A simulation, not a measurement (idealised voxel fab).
process module | voxel capacitor over wiring
cross-section cut | 240 nm wide | cells 5 nm
A cross-section is a grid of square cells, given in bands from the top down. A band is one or more rows of cells.
Each band's line starts with the height of the band's top and of its bottom, in nm. Then come its materials from left to right, each with its width in nm. One material with "throughout" fills the band from edge to edge. "air" is empty space.
Height 0 is the level under which the wafer as received is all one material. The lowest band goes on downwards, as in "0 down".
A width such as "30 to 40" changes by the same amount from each row of cells to the next, from the band's top row to its bottom row.
"no change" after a step means that no cell of the cross-section changed.
closed voids: empty space of 8 cells or more with no open way to the top, each as width x height at its distance from the left edge, in nm
after a step's settings: what the simulator itself notes on the step
overlay nm, on a step with a mask: how far to the right of its planned place the mask lay; to the left if negative
plan
1 op RECEIVE | material Si
2 op CONFORMAL_DEP | material SiO2 | thk nm 10
3 op CONFORMAL_DEP | material SiN | thk nm 5
4 op DIRECTIONAL_DEP | material lowk | thk nm 25
5 op MASKED_ETCH | tone open | mask id METAL_1 | width nm 20 | pitch nm 80 | etch materials lowk | depth nm 25 | overlay nm 0
6 op MASKED_ETCH | tone open | mask id METAL_1 | width nm 20 | pitch nm 80 | etch materials SiN | depth nm 5 | overlay nm 0
7 op CONFORMAL_DEP | material TiN | thk nm 5
8 op FILL_DEP | material Cu | thk nm 5
9 op CMP | height nm 40
10 op EPI | material Ru | thk nm 5
11 op FILL_DEP | material SiCN | thk nm 5
12 op DIRECTIONAL_DEP | material SiO2 | thk nm 10
13 op PATTERN | tone open | mask id PLUG_1 | material resist | width nm 15 | thk nm 15 | overlay nm 0
14 op DIRECTIONAL_ETCH | etch materials SiO2 | depth nm 10
15 op DIRECTIONAL_ETCH | etch materials SiCN | depth nm 5
16 op STRIP | etch materials resist
17 op CONFORMAL_DEP | material TiN | thk nm 5
18 op FILL_DEP | material Ru | thk nm 5
19 op CMP | height nm 60
20 op DIRECTIONAL_DEP | material TiN | thk nm 5
21 op DIRECTIONAL_DEP | material HfO2 | thk nm 5
22 op DIRECTIONAL_DEP | material TiN | thk nm 10
23 op MASKED_ETCH | tone cover | mask id UPPER_PLATE | width nm 65 | etch materials TiN | depth nm 10 | overlay nm 0
24 op MASKED_ETCH | tone cover | mask id UPPER_PLATE | width nm 65 | etch materials HfO2 | depth nm 5 | overlay nm 0
25 op MASKED_ETCH | tone cover | mask id LOWER_PLATE | width nm 75 | etch materials TiN | depth nm 5 | overlay nm 0
26 op FILL_DEP | material SiO2 | thk nm 20
27 op CMP | height nm 95
28 op PATTERN | tone open | mask id PLUG_2 | material resist | width nm 15 | thk nm 20 | overlay nm 0
29 op DIRECTIONAL_ETCH | etch materials SiO2 | depth nm 15
30 op STRIP | etch materials resist
31 op CONFORMAL_DEP | material TiN | thk nm 5
32 op FILL_DEP | material Cu | thk nm 5
33 op CMP | height nm 95
34 op CONFORMAL_DEP | material SiCN | thk nm 5
first wafer, as planned
as received, after step 1
  0 down: Si throughout
  closed voids: none
after step 2
  10 to 0: SiO2 throughout
  below 0: unchanged
after step 3
  15 to 10: SiN throughout
  below 10: unchanged
after step 4
  40 to 15: lowk throughout
  below 15: unchanged
after step 5
  40 to 15: lowk 70 | air 20 | lowk 60 | air 20 | lowk 70
  below 15: unchanged
after step 6
  40 to 15: lowk 70 | air 20 | lowk 60 | air 20 | lowk 70
  15 to 10: SiN 70 | air 20 | SiN 60 | air 20 | SiN 70
  below 10: unchanged
after step 7
  45 to 40: TiN 75 | air 10 | TiN 70 | air 10 | TiN 75
  40 to 15: lowk 70 | TiN 5 | air 10 | TiN 5 | lowk 60 | TiN 5 | air 10 | TiN 5 | lowk 70
  15 to 10: SiN 70 | TiN 20 | SiN 60 | TiN 20 | SiN 70
  below 10: unchanged
after step 8
  50 to 45: Cu throughout
  45 to 40: TiN 75 | Cu 10 | TiN 70 | Cu 10 | TiN 75
  40 to 15: lowk 70 | TiN 5 | Cu 10 | TiN 5 | lowk 60 | TiN 5 | Cu 10 | TiN 5 | lowk 70
  below 15: unchanged
after step 9
  40 to 15: lowk 70 | TiN 5 | Cu 10 | TiN 5 | lowk 60 | TiN 5 | Cu 10 | TiN 5 | lowk 70
  below 15: unchanged
after step 10
  45 to 40: air 65 | Ru 30 | air 50 | Ru 30 | air 65
  below 40: unchanged
after step 11
  50 to 45: SiCN throughout
  45 to 40: SiCN 65 | Ru 30 | SiCN 50 | Ru 30 | SiCN 65
  below 40: unchanged
after step 12
  60 to 50: SiO2 throughout
  below 50: unchanged
after step 13
  75 to 60: resist 75 | air 15 | resist 150
  below 60: unchanged
after step 14
  75 to 60: resist 75 | air 15 | resist 150
  60 to 50: SiO2 75 | air 15 | SiO2 150
  below 50: unchanged
after step 15
  75 to 60: resist 75 | air 15 | resist 150
  60 to 50: SiO2 75 | air 15 | SiO2 150
  50 to 45: SiCN 75 | air 15 | SiCN 150
  below 45: unchanged
after step 16
  60 to 50: SiO2 75 | air 15 | SiO2 150
  below 50: unchanged
after step 17
  65 to 60: TiN 80 | air 5 | TiN 155
  60 to 50: SiO2 75 | TiN 5 | air 5 | TiN 5 | SiO2 150
  50 to 45: SiCN 75 | TiN 15 | SiCN 150
  below 45: unchanged
after step 18
  70 to 65: Ru throughout
  65 to 60: TiN 80 | Ru 5 | TiN 155
  60 to 50: SiO2 75 | TiN 5 | Ru 5 | TiN 5 | SiO2 150
  below 50: unchanged
after step 19
  60 to 50: SiO2 75 | TiN 5 | Ru 5 | TiN 5 | SiO2 150
  below 50: unchanged
after step 20
  65 to 60: TiN throughout
  below 60: unchanged
after step 21
  70 to 65: HfO2 throughout
  below 65: unchanged
after step 22
  80 to 70: TiN throughout
  below 70: unchanged
after step 23
  80 to 70: air 75 | TiN 65 | air 100
  below 70: unchanged
after step 24
  80 to 70: air 75 | TiN 65 | air 100
  70 to 65: air 75 | HfO2 65 | air 100
  below 65: unchanged
after step 25
  80 to 70: air 75 | TiN 65 | air 100
  70 to 65: air 75 | HfO2 65 | air 100
  65 to 60: air 70 | TiN 75 | air 95
  below 60: unchanged
after step 26
  100 to 80: SiO2 throughout
  80 to 70: SiO2 75 | TiN 65 | SiO2 100
  70 to 65: SiO2 75 | HfO2 65 | SiO2 100
  65 to 60: SiO2 70 | TiN 75 | SiO2 95
  below 60: unchanged
after step 27
  95 to 80: SiO2 throughout
  below 80: unchanged
after step 28
  115 to 95: resist 85 | air 15 | resist 140
  below 95: unchanged
after step 29
  115 to 95: resist 85 | air 15 | resist 140
  95 to 80: SiO2 85 | air 15 | SiO2 140
  below 80: unchanged
after step 30
  95 to 80: SiO2 85 | air 15 | SiO2 140
  below 80: unchanged
after step 31
  100 to 95: TiN 90 | air 5 | TiN 145
  95 to 85: SiO2 85 | TiN 5 | air 5 | TiN 5 | SiO2 140
  85 to 80: SiO2 85 | TiN 15 | SiO2 140
  below 80: unchanged
after step 32
  105 to 100: Cu throughout
  100 to 95: TiN 90 | Cu 5 | TiN 145
  95 to 85: SiO2 85 | TiN 5 | Cu 5 | TiN 5 | SiO2 140
  below 85: unchanged
after step 33
  95 to 85: SiO2 85 | TiN 5 | Cu 5 | TiN 5 | SiO2 140
  below 85: unchanged
after step 34
  100 to 95: SiCN throughout
  below 95: unchanged
second wafer: like start, like plan, one mistake. Through step 1 it matches the first wafer
when step 2 should have ended: no change
when step 3 should have ended
  5 to 0: SiN throughout
  below 0: unchanged
when step 4 should have ended
  30 to 5: lowk throughout
  below 5: unchanged
when step 5 should have ended
  30 to 5: lowk 70 | air 20 | lowk 60 | air 20 | lowk 70
  below 5: unchanged
when step 6 should have ended
  30 to 5: lowk 70 | air 20 | lowk 60 | air 20 | lowk 70
  5 to 0: SiN 70 | air 20 | SiN 60 | air 20 | SiN 70
  below 0: unchanged
when step 7 should have ended
  35 to 30: TiN 75 | air 10 | TiN 70 | air 10 | TiN 75
  30 to 5: lowk 70 | TiN 5 | air 10 | TiN 5 | lowk 60 | TiN 5 | air 10 | TiN 5 | lowk 70
  5 to 0: SiN 70 | TiN 20 | SiN 60 | TiN 20 | SiN 70
  below 0: unchanged
when step 8 should have ended
  40 to 35: Cu throughout
  35 to 30: TiN 75 | Cu 10 | TiN 70 | Cu 10 | TiN 75
  30 to 5: lowk 70 | TiN 5 | Cu 10 | TiN 5 | lowk 60 | TiN 5 | Cu 10 | TiN 5 | lowk 70
  below 5: unchanged
when step 9 should have ended: no change
when step 10 should have ended
  45 to 40: Ru throughout
  below 40: unchanged
when step 11 should have ended
  50 to 45: SiCN throughout
  below 45: unchanged
when step 12 should have ended
  60 to 50: SiO2 throughout
  below 50: unchanged
when step 13 should have ended
  75 to 60: resist 75 | air 15 | resist 150
  below 60: unchanged
when step 14 should have ended
  75 to 60: resist 75 | air 15 | resist 150
  60 to 50: SiO2 75 | air 15 | SiO2 150
  below 50: unchanged
when step 15 should have ended
  75 to 60: resist 75 | air 15 | resist 150
  60 to 50: SiO2 75 | air 15 | SiO2 150
  50 to 45: SiCN 75 | air 15 | SiCN 150
  below 45: unchanged
when step 16 should have ended
  60 to 50: SiO2 75 | air 15 | SiO2 150
  below 50: unchanged
when step 17 should have ended
  65 to 60: TiN 80 | air 5 | TiN 155
  60 to 50: SiO2 75 | TiN 5 | air 5 | TiN 5 | SiO2 150
  50 to 45: SiCN 75 | TiN 15 | SiCN 150
  below 45: unchanged
when step 18 should have ended
  70 to 65: Ru throughout
  65 to 60: TiN 80 | Ru 5 | TiN 155
  60 to 50: SiO2 75 | TiN 5 | Ru 5 | TiN 5 | SiO2 150
  below 50: unchanged
when step 19 should have ended
  60 to 50: SiO2 75 | TiN 5 | Ru 5 | TiN 5 | SiO2 150
  below 50: unchanged
when step 20 should have ended
  65 to 60: TiN throughout
  below 60: unchanged
when step 21 should have ended
  70 to 65: HfO2 throughout
  below 65: unchanged
when step 22 should have ended
  80 to 70: TiN throughout
  below 70: unchanged
when step 23 should have ended
  80 to 70: air 75 | TiN 65 | air 100
  below 70: unchanged
when step 24 should have ended
  80 to 70: air 75 | TiN 65 | air 100
  70 to 65: air 75 | HfO2 65 | air 100
  below 65: unchanged
when step 25 should have ended
  80 to 70: air 75 | TiN 65 | air 100
  70 to 65: air 75 | HfO2 65 | air 100
  65 to 60: air 70 | TiN 75 | air 95
  below 60: unchanged
when step 26 should have ended
  100 to 80: SiO2 throughout
  80 to 70: SiO2 75 | TiN 65 | SiO2 100
  70 to 65: SiO2 75 | HfO2 65 | SiO2 100
  65 to 60: SiO2 70 | TiN 75 | SiO2 95
  below 60: unchanged
when step 27 should have ended
  95 to 80: SiO2 throughout
  below 80: unchanged
when step 28 should have ended
  115 to 95: resist 85 | air 15 | resist 140
  below 95: unchanged
when step 29 should have ended
  115 to 95: resist 85 | air 15 | resist 140
  95 to 80: SiO2 85 | air 15 | SiO2 140
  below 80: unchanged
when step 30 should have ended
  95 to 80: SiO2 85 | air 15 | SiO2 140
  below 80: unchanged
when step 31 should have ended
  100 to 95: TiN 90 | air 5 | TiN 145
  95 to 85: SiO2 85 | TiN 5 | air 5 | TiN 5 | SiO2 140
  85 to 80: SiO2 85 | TiN 15 | SiO2 140
  below 80: unchanged
when step 32 should have ended
  105 to 100: Cu throughout
  100 to 95: TiN 90 | Cu 5 | TiN 145
  95 to 85: SiO2 85 | TiN 5 | Cu 5 | TiN 5 | SiO2 140
  below 85: unchanged
when step 33 should have ended
  95 to 85: SiO2 85 | TiN 5 | Cu 5 | TiN 5 | SiO2 140
  below 85: unchanged
when step 34 should have ended
  100 to 95: SiCN throughout
  below 95: unchanged
what went wrong: step 2 was left out
at the end the second wafer has, in cells: 52 more of Cu | 36 more of Ru | 36 fewer of SiCN | 96 fewer of SiO2 | 44 more of TiN
